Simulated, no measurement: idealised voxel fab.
process module | voxel self aligned contacts
cross-section cut | 240 nm wide | cells 5 nm
A cross-section is a grid of square cells, given in bands from the top down. A band is one or more rows of cells.
Each band's line starts with the height of the band's top and of its bottom, in nm. Then come its materials from left to right, each with its width in nm. One material with "throughout" fills the band from edge to edge. "air" is empty space.
Height 0 is the level under which the wafer as received is all one material. The lowest band goes on downwards, as in "0 down".
A width such as "30 to 40" changes by the same amount from each row of cells to the next, from the band's top row to its bottom row.
"no change" after a step means that no cell of the cross-section changed.
closed voids: empty space of 8 cells or more with no open way to the top, each as width x height at its distance from the left edge, in nm
after a step's settings: what the simulator itself notes on the step
overlay nm, on a step with a mask: how far to the right of its planned place the mask lay; to the left if negative
plan
1 op RECEIVE | material Si
2 op OXIDIZE | depth nm 5
3 op DIRECTIONAL_DEP | material polySi | thk nm 25
4 op DIRECTIONAL_DEP | material SiN | thk nm 20
5 op DIRECTIONAL_DEP | material aC | thk nm 15
6 op PATTERN | tone cover | mask id GATE | material resist | width nm 15 | pitch nm 55 | thk nm 30 | overlay nm 0
7 op DIRECTIONAL_ETCH | etch materials aC | depth nm 15
8 op STRIP | etch materials resist
9 op DIRECTIONAL_ETCH | etch materials SiN | depth nm 20
10 op DIRECTIONAL_ETCH | etch materials polySi | depth nm 25
11 op STRIP | etch materials aC
12 op CONFORMAL_DEP | material SiN | thk nm 5
13 op DIRECTIONAL_ETCH | etch materials SiN | depth nm 5
14 op FILL_DEP | material SiO2 | thk nm 20
15 op CMP | height nm 55
16 op PATTERN | tone open | mask id CONTACT | material resist | width nm 40 | pitch nm 55 | thk nm 20 | overlay nm 0
17 op DIRECTIONAL_ETCH | etch materials SiO2 | depth nm 60
18 op STRIP | etch materials resist
19 op CONFORMAL_DEP | material TiN | thk nm 5
20 op FILL_DEP | material W | thk nm 5
21 op CMP | height nm 55
22 op CONFORMAL_DEP | material SiCN | thk nm 5
varied across the wafers: width nm of step 6. The plan shows the first wafer's value. All wafers start alike
first wafer as received, after step 1
  0 down: Si throughout
  closed voids: none
first wafer at the end, after step 22
  60 to 55: SiCN throughout
  55 to 45: SiO2 70 | TiN 5 to 10 | W 30 to 20 | TiN 5 to 10 | SiO2 15 | TiN 5 to 10 | W 30 to 20 | TiN 5 to 10 | SiO2 75
  45 to 25: SiO2 50 | SiN 25 | TiN 5 | W 20 | TiN 5 | SiN 25 | TiN 5 | W 20 | TiN 5 | SiN 25 | SiO2 55
  25 to 0: SiO2 50 | SiN 5 | polySi 15 | SiN 5 | TiN 5 | W 20 | TiN 5 | SiN 5 | polySi 15 | SiN 5 | TiN 5 | W 20 | TiN 5 | SiN 5 | polySi 15 | SiN 5 | SiO2 55
  0 to -5: SiO2 75 | TiN 30 | SiO2 25 | TiN 30 | SiO2 80
  -5 down: Si throughout
  closed voids: none
last wafer at the end
  60 to 55: SiCN throughout
  55 to 50: SiO2 70 | TiN 5 | W 30 | TiN 5 | SiO2 15 | TiN 5 | W 30 | TiN 5 | SiO2 75
  50 to 45: SiO2 70 | TiN 40 | SiO2 15 | TiN 40 | SiO2 75
  45 to 25: SiO2 40 | SiN 50 | TiN 5 | SiN 50 | TiN 5 | SiN 50 | SiO2 40
  25 to 0: SiO2 40 | SiN 5 | polySi 40 | SiN 5 | TiN 5 | SiN 5 | polySi 40 | SiN 5 | TiN 5 | SiN 5 | polySi 40 | SiN 5 | SiO2 40
  0 to -5: SiO2 90 | TiN 5 | SiO2 50 | TiN 5 | SiO2 90
  -5 down: Si throughout
  closed voids: none
each wafer at the end: cells of each material gained (+) or lost (-) since it was received, then its closed voids
width nm 15 | -48 Si | +48 SiCN | +90 SiN | +289 SiO2 | +60 TiN | +92 W | +45 polySi | closed voids: none
width nm 20 | -48 Si | +48 SiCN | +102 SiN | +282 SiO2 | +60 TiN | +72 W | +60 polySi | closed voids: none
width nm 25 | -48 Si | +48 SiCN | +114 SiN | +275 SiO2 | +60 TiN | +52 W | +75 polySi | closed voids: none
width nm 30 | -48 Si | +48 SiCN | +126 SiN | +268 SiO2 | +60 TiN | +32 W | +90 polySi | closed voids: none
width nm 35 | -48 Si | +48 SiCN | +138 SiN | +261 SiO2 | +60 TiN | +12 W | +105 polySi | closed voids: none
width nm 40 | -48 Si | +48 SiCN | +150 SiN | +254 SiO2 | +40 TiN | +12 W | +120 polySi | closed voids: none
